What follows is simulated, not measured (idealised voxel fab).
process module | voxel capacitor over wiring
This is section cut - it's 280 nm across, gridded in 5 nm square cells.
We lay out every cross-section as a grid of square cells and spell it out in bands from the top down, where one band means one or more rows of cells.
Per band: top height and bottom height in nm, followed by the left-to-right materials and their widths in nm; "everywhere" marks a single material spanning edge to edge, "blank" marks empty space.
Height 0 is the level under which the wafer as received is all one material. The lowest band goes on downwards, as in "z 0 and below".
When a width is written as two numbers, as in "30 to 40", the first number is the width in the top row of cells of the band and the second is the width in its bottom row, and the width changes by the same amount from each row to the next.
"identical to before" (step): cross-section cells unchanged, all of them.
Closed-off voids of 8+ cells (no open route to the top) go in "Closed void list", written width x height at distance from the left edge, in nm.
On a step's line, text after the settings is the simulator commenting on that step.
Among the settings permitted on a step's line is "overlay nm"; applied to a step with a mask, it specifies the extent to which the mask lay to the right of its planned position, whereas a negative figure signifies a position to the left.
The steps planned for the process are as follows
1: RECEIVE | material Si
2: CONFORMAL_DEP | material SiO2 | thk nm 15
3: DIRECTIONAL_DEP | material TiN | thk nm 5
4: DIRECTIONAL_DEP | material W | thk nm 20
5: DIRECTIONAL_DEP | material aC | thk nm 10
6: PATTERN | tone cover | mask id METAL_1 | material resist | width nm 30 | pitch nm 100 | thk nm 30 | overlay nm 0
7: DIRECTIONAL_ETCH | etch materials aC | depth nm 10
8: STRIP | etch materials resist
9: DIRECTIONAL_ETCH | etch materials W | depth nm 20
10: DIRECTIONAL_ETCH | etch materials TiN | depth nm 5
11: STRIP | etch materials aC
12: FILL_DEP | material SiO2 | thk nm 5
13: CMP | height nm 40
14: CONFORMAL_DEP | material SiCN | thk nm 5
15: DIRECTIONAL_DEP | material SiO2 | thk nm 20
16: PATTERN | tone open | mask id PLUG_1 | material resist | width nm 15 | thk nm 15 | overlay nm 0
17: DIRECTIONAL_ETCH | etch materials SiO2 | depth nm 20
18: DIRECTIONAL_ETCH | etch materials SiCN | depth nm 5
19: STRIP | etch materials resist
20: CONFORMAL_DEP | material TiN | thk nm 5
21: FILL_DEP | material Cu | thk nm 5
22: CMP | height nm 65
23: DIRECTIONAL_DEP | material TiN | thk nm 10
24: DIRECTIONAL_DEP | material HfO2 | thk nm 5
25: DIRECTIONAL_DEP | material TiN | thk nm 5
26: DIRECTIONAL_DEP | material aC | thk nm 15
27: PATTERN | tone cover | mask id UPPER_PLATE | material resist | width nm 75 | thk nm 30 | overlay nm 0
28: DIRECTIONAL_ETCH | etch materials aC | depth nm 15
29: STRIP | etch materials resist
30: DIRECTIONAL_ETCH | etch materials TiN | depth nm 5
31: DIRECTIONAL_ETCH | etch materials HfO2 | depth nm 5
32: STRIP | etch materials aC
33: MASKED_ETCH | tone cover | mask id LOWER_PLATE | width nm 85 | etch materials TiN | depth nm 10 | overlay nm 0
34: FILL_DEP | material SiO2 | thk nm 20
35: CMP | height nm 100
36: DIRECTIONAL_DEP | material aC | thk nm 15
37: PATTERN | tone open | mask id PLUG_2 | material resist | width nm 15 | thk nm 35 | overlay nm 0
38: DIRECTIONAL_ETCH | etch materials aC | depth nm 15
39: STRIP | etch materials resist
40: DIRECTIONAL_ETCH | etch materials SiO2 | depth nm 15
41: STRIP | etch materials aC
42: CONFORMAL_DEP | material TiN | thk nm 5
43: FILL_DEP | material Ru | thk nm 10
44: CMP | height nm 100
45: CONFORMAL_DEP | material SiCN | thk nm 5
Cross-section of the incoming wafer, state after step 1
z 0 and below = Si everywhere
Closed void list: none
Run as planned - first of the two wafers cross-sectioned at the end of the module
z 105 to 100 = SiCN everywhere
z 100 to 90 = 100 SiO2, then 5 TiN, then 5 Ru, then 5 TiN, then 165 SiO2
z 90 to 80 = 100 to 90 SiO2, then 15 to 75 TiN, then 165 to 115 SiO2
z 80 to 75 = 90 SiO2, then 75 HfO2, then 115 SiO2
z 75 to 65 = 85 SiO2, then 85 TiN, then 110 SiO2
z 65 to 45 = 90 SiO2, then 5 TiN, then 5 Cu, then 5 TiN, then 175 SiO2
z 45 to 40 = 90 SiCN, then 15 TiN, then 175 SiCN
z 40 to 20 = 75 SiO2, then 30 W, then 70 SiO2, then 30 W, then 75 SiO2
z 20 to 15 = 75 SiO2, then 30 TiN, then 70 SiO2, then 30 TiN, then 75 SiO2
z 15 to 0 = SiO2 everywhere
z 0 and below = Si everywhere
Closed void list: none
Now the second wafer, cross-sectioned at the end of the module. Nothing different at the start, nothing different in the plan compared with the first, just one mistake when it was actually run
z 105 to 100 = SiCN everywhere
z 100 to 90 = 100 SiO2, then 5 TiN, then 5 Ru, then 5 TiN, then 165 SiO2
z 90 to 85 = 100 SiO2, then 15 TiN, then 165 SiO2
z 85 to 80 = 85 SiO2, then 5 TiN, then 75 SiO2, then 5 TiN, then 110 SiO2
z 80 to 75 = 90 HfO2, then 75 SiO2, then 115 HfO2
z 75 to 65 = TiN everywhere
z 65 to 45 = 90 SiO2, then 5 TiN, then 5 Cu, then 5 TiN, then 175 SiO2
z 45 to 40 = 90 SiCN, then 15 TiN, then 175 SiCN
z 40 to 20 = 75 SiO2, then 30 W, then 70 SiO2, then 30 W, then 75 SiO2
z 20 to 15 = 75 SiO2, then 30 TiN, then 70 SiO2, then 30 TiN, then 75 SiO2
z 15 to 0 = SiO2 everywhere
z 0 and below = Si everywhere
Closed void list: none
Where did the run depart from the plan? step 27 changed vs plan, executed as PATTERN | tone open | mask id UPPER_PLATE | material resist | width nm 75 | thk nm 30 | overlay nm 0
The final cell counts differ between the wafers, with the second having more or fewer of some materials than the first: HfO2 +26; SiO2 -91; TiN +65
